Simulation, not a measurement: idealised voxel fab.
Process module under the name voxel air gaps
The figure presents cross-section cut, which has a width of 220 nm and is divided into square cells with an edge length of 5 nm.
This document writes a cross-section as a grid whose cells are square, and gives it as bands, listed from the top down; one or more rows of cells form a band. In this notation a band is specified by the heights of its top and bottom, in that order and in nm, after which its materials appear from left to right, each paired with its width in nm. The word "throughout" attached to a single material means that material fills the band from edge to edge; the word "empty" stands for empty space. Heads up on the height convention: 0 is the point under which the incoming wafer is all one material, and the lowest band has no bottom, it just keeps going down, like "0 -> down". Width spec "30->40" -> top row of cells at first value, bottom row at second value, equal per-row change in between. No cell of the cross-section changed in a step that is given as "stayed the same". Under "Closed void table" you'll find the enclosed gaps, the ones with no way out to the top, that are 8 cells or bigger; each reads width x height at distance, with distance counted from the left edge, everything in nm. If you see something after the settings on a step's line, that's the simulator's own remark about that step. overlay nm: mask right of planned place by this much (step with mask). Neg. = left.

The following list gives the planned process steps
1,op RECEIVE | material Si
2,op CONFORMAL_DEP | material SiO2 | thk nm 10
3,op CONFORMAL_DEP | material SiN | thk nm 5
4,op DIRECTIONAL_DEP | material SiO2 | thk nm 40
5,op MASKED_ETCH | tone open | mask id LINES | width nm 15 | pitch nm 40 | etch materials SiO2 | depth nm 40 | overlay nm 0
6,op CONFORMAL_DEP | material TiN | thk nm 5
7,op FILL_DEP | material Ru | thk nm 5
8,op CMP | height nm 55
9,op EPI | material Ru | thk nm 10
10,op SELECTIVE_ETCH | etch materials SiO2 | depth nm 50
11,op CONFORMAL_DEP | material SiCN | thk nm 5

Cross-section, incoming material, after step 1
  0 -> down | Si throughout
  Closed void table: none

End-of-module XS, first of two wafers, run as planned
  70 -> 65 | 45 nm empty; 125 nm SiCN; 50 nm empty
  65 -> 55 | 45 nm empty; 5 nm SiCN; 35 nm Ru; 5 nm SiCN; 35 nm Ru; 5 nm SiCN; 35 nm Ru; 5 nm SiCN; 50 nm empty
  55 -> 50 | 45 nm empty; 15 nm SiCN; 5 nm TiN; 5 nm Ru; 5 nm TiN; 25 nm SiCN; 5 nm TiN; 5 nm Ru; 5 nm TiN; 25 nm SiCN; 5 nm TiN; 5 nm Ru; 5 nm TiN; 15 nm SiCN; 50 nm empty
  50 -> 20 | 55 nm empty; 5 nm SiCN; 5 nm TiN; 5 nm Ru; 5 nm TiN; 5 nm SiCN; 15 nm empty; 5 nm SiCN; 5 nm TiN; 5 nm Ru; 5 nm TiN; 5 nm SiCN; 15 nm empty; 5 nm SiCN; 5 nm TiN; 5 nm Ru; 5 nm TiN; 5 nm SiCN; 60 nm empty
  20 -> 15 | 60 nm SiCN; 15 nm TiN; 25 nm SiCN; 15 nm TiN; 25 nm SiCN; 15 nm TiN; 65 nm SiCN
  15 -> 10 | SiN throughout
  10 -> 0 | SiO2 throughout
  0 -> down | Si throughout
  Closed void table: 15 x 30 at 80; 15 x 30 at 120

Cross-section, second wafer: same start as the first, same plan as the first, one mistake in running it; taken at the end of the module
  80 -> 75 | 35 nm empty; 145 nm SiCN; 40 nm empty
  75 -> 55 | 35 nm empty; 5 nm SiCN; 135 nm Ru; 5 nm SiCN; 40 nm empty
  55 -> 50 | 35 nm empty; 25 nm SiCN; 5 nm TiN; 5 nm Ru; 5 nm TiN; 25 nm SiO2; 5 nm TiN; 5 nm Ru; 5 nm TiN; 25 nm SiO2; 5 nm TiN; 5 nm Ru; 5 nm TiN; 25 nm SiCN; 40 nm empty
  50 -> 20 | 55 nm empty; 5 nm SiCN; 5 nm TiN; 5 nm Ru; 5 nm TiN; 25 nm SiO2; 5 nm TiN; 5 nm Ru; 5 nm TiN; 25 nm SiO2; 5 nm TiN; 5 nm Ru; 5 nm TiN; 5 nm SiCN; 60 nm empty
  20 -> 15 | 60 nm SiCN; 15 nm TiN; 25 nm SiO2; 15 nm TiN; 25 nm SiO2; 15 nm TiN; 65 nm SiCN
  15 -> 10 | SiN throughout
  10 -> 0 | SiO2 throughout
  0 -> down | Si throughout
  Closed void table: none
Want to know what went wrong? the plan had its step 9 run twice
End of process, cell counts, second wafer against first, materials with more or fewer: +66 Ru; -36 SiCN; +80 SiO2
Long story short, the first wafer ends with 2 closed voids and the second one with 0.
